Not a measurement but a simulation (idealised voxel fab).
voxel transistor to metal: a process module
150 nm wide, 5 nm square cells: that's cross-section cut.
Cross-section layout: square cells on a grid; listed as bands, top to bottom; a band spans one or more cell rows. This entry defines a band. It first specifies the height of the band's top and the height of its bottom in nm, and then specifies the band's materials from left to right, stating each material with its width in nm. The word "all across" identifies a single material that fills the band from edge to edge, while the word "blank" identifies empty space. Beneath 0, the wafer as received is one material, and that level is where height counting begins. The lowest band goes on downward without a bottom; it is written like "0 -> down". With a width like "30..40", each row of cells in the band differs from the next by the same amount, the top row carrying the first number and the bottom row the second. Where a step carries "identical to before", the cross-section came out of it unchanged, cell for cell. Reported under the label "Closed internal voids" are the empty spaces having no open way to the top and comprising 8 cells or more; the notation for each is width x height at distance, in which the distance is measured from the left edge and all three values are in nm. Read whatever lies past the settings on a step's line as the simulator's own remark about the step. The "overlay nm" setting may appear on a step's line; for a step that uses a mask, it gives how far to the right of its planned position the mask lay, and a negative value indicates the left. If you're wondering how to read the rest of this, here's the deal. It's pairs of cross-sections: one from before a process step, one from after it. The after one is only drawn as far down as the lowest band that changed. Right under each pair you'll see which step sits between them and what its settings were. Don't read the pairs as one continuous story, though. They can come from different runs of this module on the same starting wafer, and a pair only carries on from the one above it where its entry headed "Snapshot before" says so.

# Snapshot before
* 30 -> 25  TiN 25 / blank 15 / TiN 65 / blank 15 / TiN 30
* 25 -> 15  SiO2 20 / TiN 5 / blank 15 / TiN 5 / SiO2 55 / TiN 5 / blank 15 / TiN 5 / SiO2 25
* 15 -> 0  SiO2 20 / TiN 5 / blank 15 / TiN 5 / SiO2 10 / SiN 5 / HfO2 5 / TiN 5 / W 5 / TiN 5 / HfO2 5 / SiN 5 / SiO2 10 / TiN 5 / blank 15 / TiN 5 / SiO2 25
* 0 -> -5  SiO2 20 / TiN 5 / blank 15 / TiN 5 / SiO2 10 / SiN 5 / HfO2 5 / TiN 15 / HfO2 5 / SiN 5 / SiO2 10 / TiN 5 / blank 15 / TiN 5 / SiO2 25
* -5 -> -10  SiO2 20 / TiN 25 / SiO2 5 / SiGe 5 / HfO2 35 / SiGe 5 / SiO2 5 / TiN 25 / SiO2 25
* -10 -> -15  SiO2 20 / SiGe 35 / Si 35 / SiGe 35 / SiO2 25
* -15 -> -40  SiO2 20 / Si 105 / SiO2 25
* -40 -> down  Si all across
* Closed internal voids: none

# Post-Step Snapshot
* 40 -> 30  W all across
* 30 -> 25  TiN 25 / W 15 / TiN 65 / W 15 / TiN 30
* 25 -> 15  SiO2 20 / TiN 5 / W 15 / TiN 5 / SiO2 55 / TiN 5 / W 15 / TiN 5 / SiO2 25
* 15 -> 0  SiO2 20 / TiN 5 / W 15 / TiN 5 / SiO2 10 / SiN 5 / HfO2 5 / TiN 5 / W 5 / TiN 5 / HfO2 5 / SiN 5 / SiO2 10 / TiN 5 / W 15 / TiN 5 / SiO2 25
* 0 -> -5  SiO2 20 / TiN 5 / W 15 / TiN 5 / SiO2 10 / SiN 5 / HfO2 5 / TiN 15 / HfO2 5 / SiN 5 / SiO2 10 / TiN 5 / W 15 / TiN 5 / SiO2 25
* Lower than -5, everything is as it was.
* Closed internal voids: none
The two cross-sections above bracket this step: FILL_DEP [material W] [thk nm 10]

Snapshot before: refer to the pair immediately above; the cross-section shown after its step is the state before this one.

# Post-Step Snapshot
* 25 -> 15  SiO2 20 / TiN 5 / W 15 / TiN 5 / SiO2 55 / TiN 5 / W 15 / TiN 5 / SiO2 25
* Lower than 15, everything is as it was.
* Closed internal voids: none
The two cross-sections above bracket this step: CMP [height nm 25]

Snapshot before: refer to the pair immediately above; the cross-section shown after its step is the state before this one.

# Post-Step Snapshot
* 30 -> 25  TiN all across
* Lower than 25, everything is as it was.
* Closed internal voids: none
The two cross-sections above bracket this step: DIRECTIONAL_DEP [material TiN] [thk nm 5]

Snapshot before: refer to the pair immediately above; the cross-section shown after its step is the state before this one.

# Post-Step Snapshot
* 45 -> 30  W all across
* Lower than 30, everything is as it was.
* Closed internal voids: none
The two cross-sections above bracket this step: DIRECTIONAL_DEP [material W] [thk nm 15]

Snapshot before: refer to the pair immediately above; the cross-section shown after its step is the state before this one.

# Post-Step Snapshot
* 65 -> 45  blank 25 / resist 15 / blank 65 / resist 15 / blank 30
* Lower than 45, everything is as it was.
* Closed internal voids: none
The two cross-sections above bracket this step: PATTERN [tone cover] [mask id METAL_1] [material resist] [width nm 15] [pitch nm 80] [thk nm 20] [overlay nm 0]

Snapshot before: refer to the pair immediately above; the cross-section shown after its step is the state before this one.

# Post-Step Snapshot
* 65 -> 45  blank 25 / resist 15 / blank 65 / resist 15 / blank 30
* 45 -> 30  blank 25 / W 15 / blank 65 / W 15 / blank 30
* Lower than 30, everything is as it was.
* Closed internal voids: none
The two cross-sections above bracket this step: DIRECTIONAL_ETCH [etch materials W] [depth nm 15]

Snapshot before: refer to the pair immediately above; the cross-section shown after its step is the state before this one.

# Post-Step Snapshot
* 65 -> 45  blank 25 / resist 15 / blank 65 / resist 15 / blank 30
* 45 -> 30  blank 25 / W 15 / blank 65 / W 15 / blank 30
* 30 -> 25  blank 25 / TiN 15 / blank 65 / TiN 15 / blank 30
* Lower than 25, everything is as it was.
* Closed internal voids: none
The two cross-sections above bracket this step: DIRECTIONAL_ETCH [etch materials TiN] [depth nm 5]

Snapshot before: refer to the pair immediately above; the cross-section shown after its step is the state before this one.

# Post-Step Snapshot
* 45 -> 30  blank 25 / W 15 / blank 65 / W 15 / blank 30
* Lower than 30, everything is as it was.
* Closed internal voids: none
The two cross-sections above bracket this step: STRIP [etch materials resist]

Snapshot before: refer to the pair immediately above; the cross-section shown after its step is the state before this one.

# Post-Step Snapshot
* 50 -> 45  SiO2 all across
* 45 -> 30  SiO2 25 / W 15 / SiO2 65 / W 15 / SiO2 30
* 30 -> 25  SiO2 25 / TiN 15 / SiO2 65 / TiN 15 / SiO2 30
* Lower than 25, everything is as it was.
* Closed internal voids: none
The two cross-sections above bracket this step: FILL_DEP [material SiO2] [thk nm 5]

Snapshot before: refer to the pair immediately above; the cross-section shown after its step is the state before this one.

# Post-Step Snapshot
* 45 -> 30  SiO2 25 / W 15 / SiO2 65 / W 15 / SiO2 30
* Lower than 30, everything is as it was.
* Closed internal voids: none
The two cross-sections above bracket this step: CMP [height nm 45]

Snapshot before: refer to the pair immediately above; the cross-section shown after its step is the state before this one.

# Post-Step Snapshot
* 50 -> 45  SiN all across
* Lower than 45, everything is as it was.
* Closed internal voids: none
The two cross-sections above bracket this step: CONFORMAL_DEP [material SiN] [thk nm 5]

# Snapshot before
* 45 -> 35  aC all across
* 35 -> 20  SiCN all across
* 20 -> -5  polySi all across
* -5 -> -10  SiO2 all across
* -10 -> -40  SiO2 20 / Si 105 / SiO2 25
* -40 -> down  Si all across
* Closed internal voids: none

# Post-Step Snapshot
* 75 -> 45  blank 65 / resist 25 / blank 60
* Lower than 45, everything is as it was.
* Closed internal voids: none
The two cross-sections above bracket this step: PATTERN [tone cover] [mask id GATE] [material resist] [width nm 25] [thk nm 30] [overlay nm 5]

Snapshot before: refer to the pair immediately above; the cross-section shown after its step is the state before this one.

# Post-Step Snapshot
* 65 -> 45  blank 65 / resist 25 / blank 60
* 45 -> 35  blank 65 / aC 25 / blank 60
* Lower than 35, everything is as it was.
* Closed internal voids: none
The two cross-sections above bracket this step: DIRECTIONAL_ETCH [etch materials aC] [depth nm 10]

Snapshot before: refer to the pair immediately above; the cross-section shown after its step is the state before this one.

# Post-Step Snapshot
* 45 -> 35  blank 65 / aC 25 / blank 60
* Lower than 35, everything is as it was.
* Closed internal voids: none
The two cross-sections above bracket this step: STRIP [etch materials resist]

Snapshot before: refer to the pair immediately above; the cross-section shown after its step is the state before this one.

# Post-Step Snapshot
* 45 -> 35  blank 65 / aC 25 / blank 60
* 35 -> 20  blank 65 / SiCN 25 / blank 60
* Lower than 20, everything is as it was.
* Closed internal voids: none
The two cross-sections above bracket this step: DIRECTIONAL_ETCH [etch materials SiCN] [depth nm 25]

Snapshot before: refer to the pair immediately above; the cross-section shown after its step is the state before this one.

# Post-Step Snapshot
* 45 -> 35  blank 65 / aC 25 / blank 60
* 35 -> 20  blank 65 / SiCN 25 / blank 60
* 20 -> -5  blank 65 / polySi 25 / blank 60
* Lower than -5, everything is as it was.
* Closed internal voids: none
The two cross-sections above bracket this step: DIRECTIONAL_ETCH [etch materials polySi] [depth nm 35]

Snapshot before: refer to the pair immediately above; the cross-section shown after its step is the state before this one.

# Post-Step Snapshot
* 35 -> 20  blank 65 / SiCN 25 / blank 60
* Lower than 20, everything is as it was.
* Closed internal voids: none
The two cross-sections above bracket this step: STRIP [etch materials aC]

Snapshot before: refer to the pair immediately above; the cross-section shown after its step is the state before this one.

# Post-Step Snapshot
* 40 -> 35  blank 60 / SiN 35 / blank 55
* 35 -> 20  blank 60 / SiN 5 / SiCN 25 / SiN 5 / blank 55
* 20 -> 0  blank 60 / SiN 5 / polySi 25 / SiN 5 / blank 55
* 0 -> -5  SiN 65 / polySi 25 / SiN 60
* Lower than -5, everything is as it was.
* Closed internal voids: none
The two cross-sections above bracket this step: CONFORMAL_DEP [material SiN] [thk nm 5]

Snapshot before: refer to the pair immediately above; the cross-section shown after its step is the state before this one.

# Post-Step Snapshot
* 35 -> 20  blank 60 / SiN 5 / SiCN 25 / SiN 5 / blank 55
* 20 -> -5  blank 60 / SiN 5 / polySi 25 / SiN 5 / blank 55
* Lower than -5, everything is as it was.
* Closed internal voids: none
The two cross-sections above bracket this step: DIRECTIONAL_ETCH [etch materials SiN] [depth nm 5]

Snapshot before: refer to the pair immediately above; the cross-section shown after its step is the state before this one.

# Post-Step Snapshot
* 35 -> 20  blank 60 / SiN 5 / SiCN 25 / SiN 5 / blank 55
* 20 -> -5  blank 60 / SiN 5 / polySi 25 / SiN 5 / blank 55
* -5 -> -10  blank 60 / SiO2 35 / blank 55
* Lower than -10, everything is as it was.
* Closed internal voids: none
The two cross-sections above bracket this step: DIRECTIONAL_ETCH [etch materials SiO2] [depth nm 5]

Snapshot before: refer to the pair immediately above; the cross-section shown after its step is the state before this one.

# Post-Step Snapshot
* 35 -> 20  blank 60 / SiN 5 / SiCN 25 / SiN 5 / blank 55
* 20 -> -5  blank 60 / SiN 5 / polySi 25 / SiN 5 / blank 55
* -5 -> -10  blank 60 / SiO2 35 / blank 55
* -10 -> -15  SiO2 20 / blank 40 / Si 35 / blank 30 / SiO2 25
* Lower than -15, everything is as it was.
* Closed internal voids: none
The two cross-sections above bracket this step: DIRECTIONAL_ETCH [etch materials Si] [depth nm 5]

Snapshot before: refer to the pair immediately above; the cross-section shown after its step is the state before this one.

# Post-Step Snapshot
* 35 -> 20  blank 60 / SiN 5 / SiCN 25 / SiN 5 / blank 55
* 20 -> -5  blank 60 / SiN 5 / polySi 25 / SiN 5 / blank 55
* -5 -> -10  blank 55 / SiGe 5 / SiO2 35 / SiGe 5 / blank 50
* -10 -> -15  SiO2 20 / SiGe 40 / Si 35 / SiGe 30 / SiO2 25
* Lower than -15, everything is as it was.
* Closed internal voids: none
The two cross-sections above bracket this step: EPI [material SiGe] [thk nm 5]

Snapshot before: refer to the pair immediately above; the cross-section shown after its step is the state before this one.

# Post-Step Snapshot
* 45 -> 35  SiO2 all across
* 35 -> 20  SiO2 60 / SiN 5 / SiCN 25 / SiN 5 / SiO2 55
* 20 -> -5  SiO2 60 / SiN 5 / polySi 25 / SiN 5 / SiO2 55
* -5 -> -10  SiO2 55 / SiGe 5 / SiO2 35 / SiGe 5 / SiO2 50
* Lower than -10, everything is as it was.
* Closed internal voids: none
The two cross-sections above bracket this step: FILL_DEP [material SiO2] [thk nm 10]

Snapshot before: refer to the pair immediately above; the cross-section shown after its step is the state before this one.

# Post-Step Snapshot
* 20 -> -5  SiO2 60 / SiN 5 / polySi 25 / SiN 5 / SiO2 55
* Lower than -5, everything is as it was.
* Closed internal voids: none
The two cross-sections above bracket this step: CMP [height nm 20]

Snapshot before: refer to the pair immediately above; the cross-section shown after its step is the state before this one.

# Post-Step Snapshot
* 20 -> -5  SiO2 60 / SiN 5 / blank 25 / SiN 5 / SiO2 55
* Lower than -5, everything is as it was.
* Closed internal voids: none
The two cross-sections above bracket this step: STRIP [etch materials polySi]

Snapshot before: refer to the pair immediately above; the cross-section shown after its step is the state before this one.

# Post-Step Snapshot
* 20 -> 15  blank 60 / SiN 5 / blank 25 / SiN 5 / blank 55
* 15 -> -5  SiO2 60 / SiN 5 / blank 25 / SiN 5 / SiO2 55
* -5 -> -10  SiO2 55 / SiGe 5 / blank 35 / SiGe 5 / SiO2 50
* Lower than -10, everything is as it was.
* Closed internal voids: none
The two cross-sections above bracket this step: SELECTIVE_ETCH [etch materials SiO2] [depth nm 5]

Snapshot before: refer to the pair immediately above; the cross-section shown after its step is the state before this one.

# Post-Step Snapshot
* 25 -> 20  blank 55 / HfO2 15 / blank 15 / HfO2 15 / blank 50
* 20 -> 15  HfO2 60 / SiN 5 / HfO2 5 / blank 15 / HfO2 5 / SiN 5 / HfO2 55
* 15 -> -5  SiO2 60 / SiN 5 / HfO2 5 / blank 15 / HfO2 5 / SiN 5 / SiO2 55
* -5 -> -10  SiO2 55 / SiGe 5 / HfO2 35 / SiGe 5 / SiO2 50
* Lower than -10, everything is as it was.
* Closed internal voids: none
The two cross-sections above bracket this step: CONFORMAL_DEP [material HfO2] [thk nm 5]

Snapshot before: refer to the pair immediately above; the cross-section shown after its step is the state before this one.

# Post-Step Snapshot
* 30 -> 25  blank 50 / TiN 25 / blank 5 / TiN 25 / blank 45
* 25 -> 20  TiN 55 / HfO2 15 / TiN 5 / blank 5 / TiN 5 / HfO2 15 / TiN 50
* 20 -> 15  HfO2 60 / SiN 5 / HfO2 5 / TiN 5 / blank 5 / TiN 5 / HfO2 5 / SiN 5 / HfO2 55
* 15 -> 0  SiO2 60 / SiN 5 / HfO2 5 / TiN 5 / blank 5 / TiN 5 / HfO2 5 / SiN 5 / SiO2 55
* 0 -> -5  SiO2 60 / SiN 5 / HfO2 5 / TiN 15 / HfO2 5 / SiN 5 / SiO2 55
* Lower than -5, everything is as it was.
* Closed internal voids: none
The two cross-sections above bracket this step: CONFORMAL_DEP [material TiN] [thk nm 5]

Snapshot before: refer to the pair immediately above; the cross-section shown after its step is the state before this one.

# Post-Step Snapshot
* 35 -> 30  W all across
* 30 -> 25  W 50 / TiN 25 / W 5 / TiN 25 / W 45
* 25 -> 20  TiN 55 / HfO2 15 / TiN 5 / W 5 / TiN 5 / HfO2 15 / TiN 50
* 20 -> 15  HfO2 60 / SiN 5 / HfO2 5 / TiN 5 / W 5 / TiN 5 / HfO2 5 / SiN 5 / HfO2 55
* 15 -> 0  SiO2 60 / SiN 5 / HfO2 5 / TiN 5 / W 5 / TiN 5 / HfO2 5 / SiN 5 / SiO2 55
* Lower than 0, everything is as it was.
* Closed internal voids: none
The two cross-sections above bracket this step: FILL_DEP [material W] [thk nm 5]

Snapshot before: refer to the pair immediately above; the cross-section shown after its step is the state before this one.

# Post-Step Snapshot
* 15 -> 0  SiO2 60 / SiN 5 / HfO2 5 / TiN 5 / W 5 / TiN 5 / HfO2 5 / SiN 5 / SiO2 55
* Lower than 0, everything is as it was.
* Closed internal voids: none
The two cross-sections above bracket this step: CMP [height nm 15]

Snapshot before: refer to the pair immediately above; the cross-section shown after its step is the state before this one.

# Post-Step Snapshot
* 25 -> 15  SiO2 all across
* Lower than 15, everything is as it was.
* Closed internal voids: none
The two cross-sections above bracket this step: DIRECTIONAL_DEP [material SiO2] [thk nm 10]

Snapshot before: refer to the pair immediately above; the cross-section shown after its step is the state before this one.

# Post-Step Snapshot
* 25 -> 15  SiO2 25 / blank 15 / SiO2 65 / blank 15 / SiO2 30
* 15 -> 0  SiO2 25 / blank 15 / SiO2 20 / SiN 5 / HfO2 5 / TiN 5 / W 5 / TiN 5 / HfO2 5 / SiN 5 / SiO2 10 / blank 15 / SiO2 30
* 0 -> -5  SiO2 25 / blank 15 / SiO2 20 / SiN 5 / HfO2 5 / TiN 15 / HfO2 5 / SiN 5 / SiO2 10 / blank 15 / SiO2 30
* -5 -> -10  SiO2 25 / blank 15 / SiO2 15 / SiGe 5 / HfO2 35 / SiGe 5 / SiO2 5 / blank 15 / SiO2 30
* Lower than -10, everything is as it was.
* Closed internal voids: none
The two cross-sections above bracket this step: MASKED_ETCH [tone open] [mask id CONTACT] [width nm 15] [pitch nm 80] [etch materials SiO2] [depth nm 35] [overlay nm 0]

Snapshot before: refer to the pair immediately above; the cross-section shown after its step is the state before this one.

# Post-Step Snapshot
* 30 -> 25  TiN 30 / blank 5 / TiN 75 / blank 5 / TiN 35
* 25 -> 15  SiO2 25 / TiN 5 / blank 5 / TiN 5 / SiO2 65 / TiN 5 / blank 5 / TiN 5 / SiO2 30
* 15 -> 0  SiO2 25 / TiN 5 / blank 5 / TiN 5 / SiO2 20 / SiN 5 / HfO2 5 / TiN 5 / W 5 / TiN 5 / HfO2 5 / SiN 5 / SiO2 10 / TiN 5 / blank 5 / TiN 5 / SiO2 30
* 0 -> -5  SiO2 25 / TiN 5 / blank 5 / TiN 5 / SiO2 20 / SiN 5 / HfO2 5 / TiN 15 / HfO2 5 / SiN 5 / SiO2 10 / TiN 5 / blank 5 / TiN 5 / SiO2 30
* -5 -> -10  SiO2 25 / TiN 15 / SiO2 15 / SiGe 5 / HfO2 35 / SiGe 5 / SiO2 5 / TiN 15 / SiO2 30
* Lower than -10, everything is as it was.
* Closed internal voids: none
The two cross-sections above bracket this step: CONFORMAL_DEP [material TiN] [thk nm 5]

Snapshot before: refer to the pair immediately above; the cross-section shown after its step is the state before this one.

# Post-Step Snapshot
* 40 -> 30  W all across
* 30 -> 25  TiN 30 / W 5 / TiN 75 / W 5 / TiN 35
* 25 -> 15  SiO2 25 / TiN 5 / W 5 / TiN 5 / SiO2 65 / TiN 5 / W 5 / TiN 5 / SiO2 30
* 15 -> 0  SiO2 25 / TiN 5 / W 5 / TiN 5 / SiO2 20 / SiN 5 / HfO2 5 / TiN 5 / W 5 / TiN 5 / HfO2 5 / SiN 5 / SiO2 10 / TiN 5 / W 5 / TiN 5 / SiO2 30
* 0 -> -5  SiO2 25 / TiN 5 / W 5 / TiN 5 / SiO2 20 / SiN 5 / HfO2 5 / TiN 15 / HfO2 5 / SiN 5 / SiO2 10 / TiN 5 / W 5 / TiN 5 / SiO2 30
* Lower than -5, everything is as it was.
* Closed internal voids: none
The two cross-sections above bracket this step: FILL_DEP [material W] [thk nm 10]

Snapshot before: refer to the pair immediately above; the cross-section shown after its step is the state before this one.

# Post-Step Snapshot
* 25 -> 15  SiO2 25 / TiN 5 / W 5 / TiN 5 / SiO2 65 / TiN 5 / W 5 / TiN 5 / SiO2 30
* Lower than 15, everything is as it was.
* Closed internal voids: none
The two cross-sections above bracket this step: CMP [height nm 25]

Snapshot before: refer to the pair immediately above; the cross-section shown after its step is the state before this one.

# Post-Step Snapshot
* 30 -> 25  TiN all across
* Lower than 25, everything is as it was.
* Closed internal voids: none
The two cross-sections above bracket this step: DIRECTIONAL_DEP [material TiN] [thk nm 5]

Snapshot before: refer to the pair immediately above; the cross-section shown after its step is the state before this one.

# Post-Step Snapshot
* 45 -> 30  W all across
* Lower than 30, everything is as it was.
* Closed internal voids: none
The two cross-sections above bracket this step: DIRECTIONAL_DEP [material W] [thk nm 15]

Snapshot before: refer to the pair immediately above; the cross-section shown after its step is the state before this one.

# Post-Step Snapshot
* 65 -> 45  blank 25 / resist 15 / blank 65 / resist 15 / blank 30
* Lower than 45, everything is as it was.
* Closed internal voids: none
The two cross-sections above bracket this step: PATTERN [tone cover] [mask id METAL_1] [material resist] [width nm 15] [pitch nm 80] [thk nm 20] [overlay nm 0]

Snapshot before: refer to the pair immediately above; the cross-section shown after its step is the state before this one.

# Post-Step Snapshot
* 65 -> 45  blank 25 / resist 15 / blank 65 / resist 15 / blank 30
* 45 -> 30  blank 25 / W 15 / blank 65 / W 15 / blank 30
* Lower than 30, everything is as it was.
* Closed internal voids: none
The two cross-sections above bracket this step: DIRECTIONAL_ETCH [etch materials W] [depth nm 15]

Snapshot before: refer to the pair immediately above; the cross-section shown after its step is the state before this one.

# Post-Step Snapshot
* 65 -> 45  blank 25 / resist 15 / blank 65 / resist 15 / blank 30
* 45 -> 30  blank 25 / W 15 / blank 65 / W 15 / blank 30
* 30 -> 25  blank 25 / TiN 15 / blank 65 / TiN 15 / blank 30
* Lower than 25, everything is as it was.
* Closed internal voids: none
The two cross-sections above bracket this step: DIRECTIONAL_ETCH [etch materials TiN] [depth nm 5]

Snapshot before: refer to the pair immediately above; the cross-section shown after its step is the state before this one.

# Post-Step Snapshot
* 45 -> 30  blank 25 / W 15 / blank 65 / W 15 / blank 30
* Lower than 30, everything is as it was.
* Closed internal voids: none
The two cross-sections above bracket this step: STRIP [etch materials resist]

Snapshot before: refer to the pair immediately above; the cross-section shown after its step is the state before this one.

# Post-Step Snapshot
* 50 -> 45  SiO2 all across
* 45 -> 30  SiO2 25 / W 15 / SiO2 65 / W 15 / SiO2 30
* 30 -> 25  SiO2 25 / TiN 15 / SiO2 65 / TiN 15 / SiO2 30
* Lower than 25, everything is as it was.
* Closed internal voids: none
The two cross-sections above bracket this step: FILL_DEP [material SiO2] [thk nm 5]

Snapshot before: refer to the pair immediately above; the cross-section shown after its step is the state before this one.

# Post-Step Snapshot
* 45 -> 30  SiO2 25 / W 15 / SiO2 65 / W 15 / SiO2 30
* Lower than 30, everything is as it was.
* Closed internal voids: none
The two cross-sections above bracket this step: CMP [height nm 45]

Snapshot before: refer to the pair immediately above; the cross-section shown after its step is the state before this one.

# Post-Step Snapshot
* 50 -> 45  SiN all across
* Lower than 45, everything is as it was.
* Closed internal voids: none
The two cross-sections above bracket this step: CONFORMAL_DEP [material SiN] [thk nm 5]

# Snapshot before
* 35 -> 20  blank 55 / SiN 5 / SiCN 25 / SiN 5 / blank 60
* 20 -> -5  blank 55 / SiN 5 / polySi 25 / SiN 5 / blank 60
* -5 -> -10  blank 50 / SiGe 5 / SiO2 35 / SiGe 5 / blank 55
* -10 -> -15  SiO2 20 / SiGe 35 / Si 35 / SiGe 35 / SiO2 25
* -15 -> -40  SiO2 20 / Si 105 / SiO2 25
* -40 -> down  Si all across
* Closed internal voids: none

# Post-Step Snapshot
* 45 -> 35  SiCN all across
* 35 -> 20  SiCN 55 / SiN 5 / SiCN 25 / SiN 5 / SiCN 60
* 20 -> -5  SiCN 55 / SiN 5 / polySi 25 / SiN 5 / SiCN 60
* -5 -> -10  SiCN 50 / SiGe 5 / SiO2 35 / SiGe 5 / SiCN 55
* Lower than -10, everything is as it was.
* Closed internal voids: none
The two cross-sections above bracket this step: FILL_DEP [material SiCN] [thk nm 10]

Snapshot before: refer to the pair immediately above; the cross-section shown after its step is the state before this one.

# Post-Step Snapshot
* 20 -> -5  SiCN 55 / SiN 5 / polySi 25 / SiN 5 / SiCN 60
* Lower than -5, everything is as it was.
* Closed internal voids: none
The two cross-sections above bracket this step: CMP [height nm 20]

Snapshot before: refer to the pair immediately above; the cross-section shown after its step is the state before this one.

# Post-Step Snapshot
* 20 -> -5  SiCN 55 / SiN 5 / blank 25 / SiN 5 / SiCN 60
* Lower than -5, everything is as it was.
* Closed internal voids: none
The two cross-sections above bracket this step: STRIP [etch materials polySi]

Snapshot before: refer to the pair immediately above; the cross-section shown after its step is the state before this one.

# Post-Step Snapshot
* 20 -> -5  SiCN 55 / SiN 5 / blank 25 / SiN 5 / SiCN 60
* -5 -> -10  SiCN 50 / SiGe 5 / blank 35 / SiGe 5 / SiCN 55
* Lower than -10, everything is as it was.
* Closed internal voids: none
The two cross-sections above bracket this step: SELECTIVE_ETCH [etch materials SiO2] [depth nm 5]

Snapshot before: refer to the pair immediately above; the cross-section shown after its step is the state before this one.

# Post-Step Snapshot
* 25 -> 20  HfO2 65 / blank 15 / HfO2 70
* 20 -> -5  SiCN 55 / SiN 5 / HfO2 5 / blank 15 / HfO2 5 / SiN 5 / SiCN 60
* -5 -> -10  SiCN 50 / SiGe 5 / HfO2 35 / SiGe 5 / SiCN 55
* Lower than -10, everything is as it was.
* Closed internal voids: none
The two cross-sections above bracket this step: CONFORMAL_DEP [material HfO2] [thk nm 5]

Snapshot before: refer to the pair immediately above; the cross-section shown after its step is the state before this one.

# Post-Step Snapshot
* 30 -> 25  TiN 70 / blank 5 / TiN 75
* 25 -> 20  HfO2 65 / TiN 5 / blank 5 / TiN 5 / HfO2 70
* 20 -> 0  SiCN 55 / SiN 5 / HfO2 5 / TiN 5 / blank 5 / TiN 5 / HfO2 5 / SiN 5 / SiCN 60
* 0 -> -5  SiCN 55 / SiN 5 / HfO2 5 / TiN 15 / HfO2 5 / SiN 5 / SiCN 60
* Lower than -5, everything is as it was.
* Closed internal voids: none
The two cross-sections above bracket this step: CONFORMAL_DEP [material TiN] [thk nm 5]

Snapshot before: refer to the pair immediately above; the cross-section shown after its step is the state before this one.

# Post-Step Snapshot
* 35 -> 30  W all across
* 30 -> 25  TiN 70 / W 5 / TiN 75
* 25 -> 20  HfO2 65 / TiN 5 / W 5 / TiN 5 / HfO2 70
* 20 -> 0  SiCN 55 / SiN 5 / HfO2 5 / TiN 5 / W 5 / TiN 5 / HfO2 5 / SiN 5 / SiCN 60
* Lower than 0, everything is as it was.
* Closed internal voids: none
The two cross-sections above bracket this step: FILL_DEP [material W] [thk nm 5]

Snapshot before: refer to the pair immediately above; the cross-section shown after its step is the state before this one.

# Post-Step Snapshot
* 15 -> 0  SiCN 55 / SiN 5 / HfO2 5 / TiN 5 / W 5 / TiN 5 / HfO2 5 / SiN 5 / SiCN 60
* Lower than 0, everything is as it was.
* Closed internal voids: none
The two cross-sections above bracket this step: CMP [height nm 15]

Snapshot before: refer to the pair immediately above; the cross-section shown after its step is the state before this one.

# Post-Step Snapshot
* 25 -> 15  SiO2 all across
* Lower than 15, everything is as it was.
* Closed internal voids: none
The two cross-sections above bracket this step: DIRECTIONAL_DEP [material SiO2] [thk nm 10]

Snapshot before: refer to the pair immediately above; the cross-section shown after its step is the state before this one.

# Post-Step Snapshot
* 25 -> 15  SiO2 25 / blank 15 / SiO2 65 / blank 15 / SiO2 30
* Lower than 15, everything is as it was.
* Closed internal voids: none
The two cross-sections above bracket this step: MASKED_ETCH [tone open] [mask id CONTACT] [width nm 15] [pitch nm 80] [etch materials SiO2] [depth nm 35] [overlay nm 0]

Snapshot before: refer to the pair immediately above; the cross-section shown after its step is the state before this one.

# Post-Step Snapshot
* 30 -> 25  TiN 30 / blank 5 / TiN 75 / blank 5 / TiN 35
* 25 -> 20  SiO2 25 / TiN 5 / blank 5 / TiN 5 / SiO2 65 / TiN 5 / blank 5 / TiN 5 / SiO2 30
* 20 -> 15  SiO2 25 / TiN 15 / SiO2 65 / TiN 15 / SiO2 30
* Lower than 15, everything is as it was.
* Closed internal voids: none
The two cross-sections above bracket this step: CONFORMAL_DEP [material TiN] [thk nm 5]

Snapshot before: refer to the pair immediately above; the cross-section shown after its step is the state before this one.

# Post-Step Snapshot
* 40 -> 30  W all across
* 30 -> 25  TiN 30 / W 5 / TiN 75 / W 5 / TiN 35
* 25 -> 20  SiO2 25 / TiN 5 / W 5 / TiN 5 / SiO2 65 / TiN 5 / W 5 / TiN 5 / SiO2 30
* Lower than 20, everything is as it was.
* Closed internal voids: none
The two cross-sections above bracket this step: FILL_DEP [material W] [thk nm 10]

Snapshot before: refer to the pair immediately above; the cross-section shown after its step is the state before this one.

# Post-Step Snapshot
* 25 -> 20  SiO2 25 / TiN 5 / W 5 / TiN 5 / SiO2 65 / TiN 5 / W 5 / TiN 5 / SiO2 30
* Lower than 20, everything is as it was.
* Closed internal voids: none
The two cross-sections above bracket this step: CMP [height nm 25]

Snapshot before: refer to the pair immediately above; the cross-section shown after its step is the state before this one.

# Post-Step Snapshot
* 30 -> 25  TiN all across
* Lower than 25, everything is as it was.
* Closed internal voids: none
The two cross-sections above bracket this step: DIRECTIONAL_DEP [material TiN] [thk nm 5]

Snapshot before: refer to the pair immediately above; the cross-section shown after its step is the state before this one.

# Post-Step Snapshot
* 45 -> 30  W all across
* Lower than 30, everything is as it was.
* Closed internal voids: none
The two cross-sections above bracket this step: DIRECTIONAL_DEP [material W] [thk nm 15]

Snapshot before: refer to the pair immediately above; the cross-section shown after its step is the state before this one.

# Post-Step Snapshot
* 65 -> 45  blank 25 / resist 15 / blank 65 / resist 15 / blank 30
* Lower than 45, everything is as it was.
* Closed internal voids: none
The two cross-sections above bracket this step: PATTERN [tone cover] [mask id METAL_1] [material resist] [width nm 15] [pitch nm 80] [thk nm 20] [overlay nm 0]

Snapshot before: refer to the pair immediately above; the cross-section shown after its step is the state before this one.

# Post-Step Snapshot
* 65 -> 45  blank 25 / resist 15 / blank 65 / resist 15 / blank 30
* 45 -> 30  blank 25 / W 15 / blank 65 / W 15 / blank 30
* Lower than 30, everything is as it was.
* Closed internal voids: none
The two cross-sections above bracket this step: DIRECTIONAL_ETCH [etch materials W] [depth nm 15]

Snapshot before: refer to the pair immediately above; the cross-section shown after its step is the state before this one.

# Post-Step Snapshot
* 65 -> 45  blank 25 / resist 15 / blank 65 / resist 15 / blank 30
* 45 -> 30  blank 25 / W 15 / blank 65 / W 15 / blank 30
* 30 -> 25  blank 25 / TiN 15 / blank 65 / TiN 15 / blank 30
* Lower than 25, everything is as it was.
* Closed internal voids: none
The two cross-sections above bracket this step: DIRECTIONAL_ETCH [etch materials TiN] [depth nm 5]

Snapshot before: refer to the pair immediately above; the cross-section shown after its step is the state before this one.

# Post-Step Snapshot
* 45 -> 30  blank 25 / W 15 / blank 65 / W 15 / blank 30
* Lower than 30, everything is as it was.
* Closed internal voids: none
The two cross-sections above bracket this step: STRIP [etch materials resist]

Snapshot before: refer to the pair immediately above; the cross-section shown after its step is the state before this one.

# Post-Step Snapshot
* 50 -> 45  SiO2 all across
* 45 -> 30  SiO2 25 / W 15 / SiO2 65 / W 15 / SiO2 30
* 30 -> 25  SiO2 25 / TiN 15 / SiO2 65 / TiN 15 / SiO2 30
* Lower than 25, everything is as it was.
* Closed internal voids: none
The two cross-sections above bracket this step: FILL_DEP [material SiO2] [thk nm 5]
